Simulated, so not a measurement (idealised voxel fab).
process module | voxel ribs on slabs
cross-section cut | 280 nm wide | cells 5 nm
A cross-section is a grid of square cells, given in bands from the top down. A band is one or more rows of cells.
Each band's line starts with the height of the band's top and of its bottom, in nm. Then come its materials from left to right, each with its width in nm. One material with "throughout" fills the band from edge to edge. "air" is empty space.
Height 0 is the level under which the wafer as received is all one material. The lowest band goes on downwards, as in "0 down".
A width such as "30 to 40" changes by the same amount from each row of cells to the next, from the band's top row to its bottom row.
"no change" after a step means that no cell of the cross-section changed.
closed voids: empty space of 8 cells or more with no open way to the top, each as width x height at its distance from the left edge, in nm
after a step's settings: what the simulator itself notes on the step
overlay nm, on a step with a mask: how far to the right of its planned place the mask lay; to the left if negative
plan
1 op RECEIVE | material Si
2 op DIRECTIONAL_DEP | material SiO2 | thk nm 25
3 op DIRECTIONAL_DEP | material SiN | thk nm 25
4 op MASKED_ETCH | tone cover | mask id RIB | width nm 15 | etch materials SiN | depth nm 15 | overlay nm 0
5 op PATTERN | tone cover | mask id SLAB | material resist | width nm 55 | thk nm 20 | overlay nm 0
6 op DIRECTIONAL_ETCH | etch materials SiN | depth nm 10
7 op STRIP | etch materials resist
8 op FILL_DEP | material SiO2 | thk nm 20
9 op CMP | height nm 65
10 op DIRECTIONAL_DEP | material TiN | thk nm 10
11 op DIRECTIONAL_DEP | material aC | thk nm 15
12 op PATTERN | tone cover | mask id HEATER | material resist | width nm 25 | thk nm 35 | overlay nm 0
13 op DIRECTIONAL_ETCH | etch materials aC | depth nm 15
14 op STRIP | etch materials resist
15 op DIRECTIONAL_ETCH | etch materials TiN | depth nm 10
16 op STRIP | etch materials aC
17 op CONFORMAL_DEP | material SiN | thk nm 10
first wafer, as planned
as received, after step 1
  0 down: Si throughout
  closed voids: none
after step 2
  25 to 0: SiO2 throughout
  below 0: unchanged
after step 3
  50 to 25: SiN throughout
  below 25: unchanged
after step 4
  50 to 35: air 130 | SiN 15 | air 135
  below 35: unchanged
after step 5
  70 to 50: air 110 | resist 55 | air 115
  50 to 35: air 110 | resist 20 | SiN 15 | resist 20 | air 115
  below 35: unchanged
after step 6
  70 to 50: air 110 | resist 55 | air 115
  50 to 35: air 110 | resist 20 | SiN 15 | resist 20 | air 115
  35 to 25: air 110 | SiN 55 | air 115
  below 25: unchanged
after step 7
  50 to 35: air 130 | SiN 15 | air 135
  below 35: unchanged
after step 8
  70 to 50: SiO2 throughout
  50 to 35: SiO2 130 | SiN 15 | SiO2 135
  35 to 25: SiO2 110 | SiN 55 | SiO2 115
  below 25: unchanged
after step 9
  65 to 50: SiO2 throughout
  below 50: unchanged
after step 10
  75 to 65: TiN throughout
  below 65: unchanged
after step 11
  90 to 75: aC throughout
  below 75: unchanged
after step 12
  125 to 90: air 125 | resist 25 | air 130
  below 90: unchanged
after step 13
  110 to 90: air 125 | resist 25 | air 130
  90 to 75: air 125 | aC 25 | air 130
  below 75: unchanged
after step 14
  90 to 75: air 125 | aC 25 | air 130
  below 75: unchanged
after step 15
  90 to 75: air 125 | aC 25 | air 130
  75 to 65: air 125 | TiN 25 | air 130
  below 65: unchanged
after step 16
  75 to 65: air 125 | TiN 25 | air 130
  below 65: unchanged
after step 17
  85 to 75: air 115 | SiN 45 | air 120
  75 to 65: SiN 125 | TiN 25 | SiN 130
  below 65: unchanged
second wafer: like start, like plan, one mistake. Through step 9 it matches the first wafer
when step 10 should have ended
  75 to 50: SiO2 throughout
  below 50: unchanged
when step 11 should have ended
  90 to 75: aC throughout
  below 75: unchanged
when step 12 should have ended
  125 to 90: air 125 | resist 25 | air 130
  below 90: unchanged
when step 13 should have ended
  110 to 90: air 125 | resist 25 | air 130
  90 to 75: air 125 | aC 25 | air 130
  below 75: unchanged
when step 14 should have ended
  90 to 75: air 125 | aC 25 | air 130
  below 75: unchanged
when step 15 should have ended: no change
when step 16 should have ended
  75 to 50: SiO2 throughout
  below 50: unchanged
when step 17 should have ended
  85 to 75: SiN throughout
  below 75: unchanged
what went wrong: step 10 ran as: op DIRECTIONAL_DEP | material SiO2 | thk nm 10
at the end the second wafer has, in cells: 8 fewer of SiN | 112 more of SiO2 | 10 fewer of TiN
